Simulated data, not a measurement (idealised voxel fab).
Process module under the name voxel released beams
The figure presents cross-section cut, which has a width of 160 nm and is divided into square cells with an edge length of 5 nm.
Think of the cross-section as a grid of square cells. We describe it in bands, top to bottom, and each band covers one or more rows of those cells. Heights first: top, then bottom, in nm. Then materials, left to right, each with a width in nm. "full width" on a single material: fills the band edge to edge. "air": empty space. All heights in this document are referenced to 0, defined as the level beneath which the wafer, as received, consists entirely of one material. The lowest band is not bounded below; it extends indefinitely downward and is written in the form "0 -> down". A width such as "30 to 40" changes by the same amount from each row of cells to the next, from the band's top row to its bottom row. What does "no change occurred" mean for a step? It means no cell of the cross-section changed in that step. The entry titled "Encapsulated voids" provides the empty spaces that have no open way to the top, restricted to those of 8 cells or more. Each is presented as width x height at distance, the distance being measured from the left edge, with all three in nm. On a step's line, text after the settings is the simulator commenting on that step. Each step line may optionally specify "overlay nm", which for a step with a mask gives the rightward distance between the mask's planned place and where it lay, a negative value indicating the leftward direction.
## Process steps - plan
step 1: RECEIVE,material Si
step 2: CONFORMAL_DEP,material SiN,thk nm 5
step 3: DIRECTIONAL_DEP,material SiO2,thk nm 20
step 4: MASKED_ETCH,tone open,mask id ANCHOR,width nm 45,etch materials SiO2,depth nm 20,overlay nm 0
step 5: CONFORMAL_DEP,material polySi,thk nm 15
step 6: MASKED_ETCH,tone cover,mask id BEAM,width nm 115,etch materials polySi,depth nm 15,overlay nm 0
step 7: STRIP,etch materials SiO2
## Run as planned: first of two wafers
## Cross-section, incoming material, after step 1
> 0 -> down: Si full width
> Encapsulated voids: none
## Cross-section of the wafer after step 2
> 5 -> 0: SiN full width
> Lower than 0, everything is as it was.
## Cross-section of the wafer after step 3
> 25 -> 5: SiO2 full width
> Lower than 5, everything is as it was.
## Cross-section of the wafer after step 4
> 25 -> 5: SiO2 25 nm / air 45 nm / SiO2 90 nm
> Lower than 5, everything is as it was.
## Cross-section of the wafer after step 5
> 40 -> 25: polySi 40 nm / air 15 nm / polySi 105 nm
> 25 -> 20: SiO2 25 nm / polySi 15 nm / air 15 nm / polySi 15 nm / SiO2 90 nm
> 20 -> 5: SiO2 25 nm / polySi 45 nm / SiO2 90 nm
> Lower than 5, everything is as it was.
## Cross-section of the wafer after step 6
> 40 -> 25: air 20 nm / polySi 20 nm / air 15 nm / polySi 80 nm / air 25 nm
> Lower than 25, everything is as it was.
## Cross-section of the wafer after step 7
> 40 -> 25: air 20 nm / polySi 20 nm / air 15 nm / polySi 80 nm / air 25 nm
> 25 -> 20: air 25 nm / polySi 15 nm / air 15 nm / polySi 15 nm / air 90 nm
> 20 -> 5: air 25 nm / polySi 45 nm / air 90 nm
> Lower than 5, everything is as it was.
## The second wafer was prepared from the same starting point and under the same plan as the first; its processing contained one mistake, and it remains indistinguishable from the first wafer up to and including step 5
## Second wafer cross-section, taken as of the time the plan sets for step 6 to be done
> 40 -> 25: polySi 20 nm / air 115 nm / polySi 25 nm
> 25 -> 5: SiO2 25 nm / polySi 15 nm / air 15 nm / polySi 15 nm / SiO2 90 nm
> Lower than 5, everything is as it was.
## Second wafer cross-section, taken as of the time the plan sets for step 7 to be done
> 25 -> 5: air 25 nm / polySi 15 nm / air 15 nm / polySi 15 nm / air 90 nm
> Lower than 5, everything is as it was.
Error vs. plan: step 6 was run on a setting that differed from the plan, and what really ran there is MASKED_ETCH,tone open,mask id BEAM,width nm 115,etch materials polySi,depth nm 15,overlay nm 0
Counted in cells at the end, the second wafer holds more or fewer of these materials than the first: 69 fewer of polySi
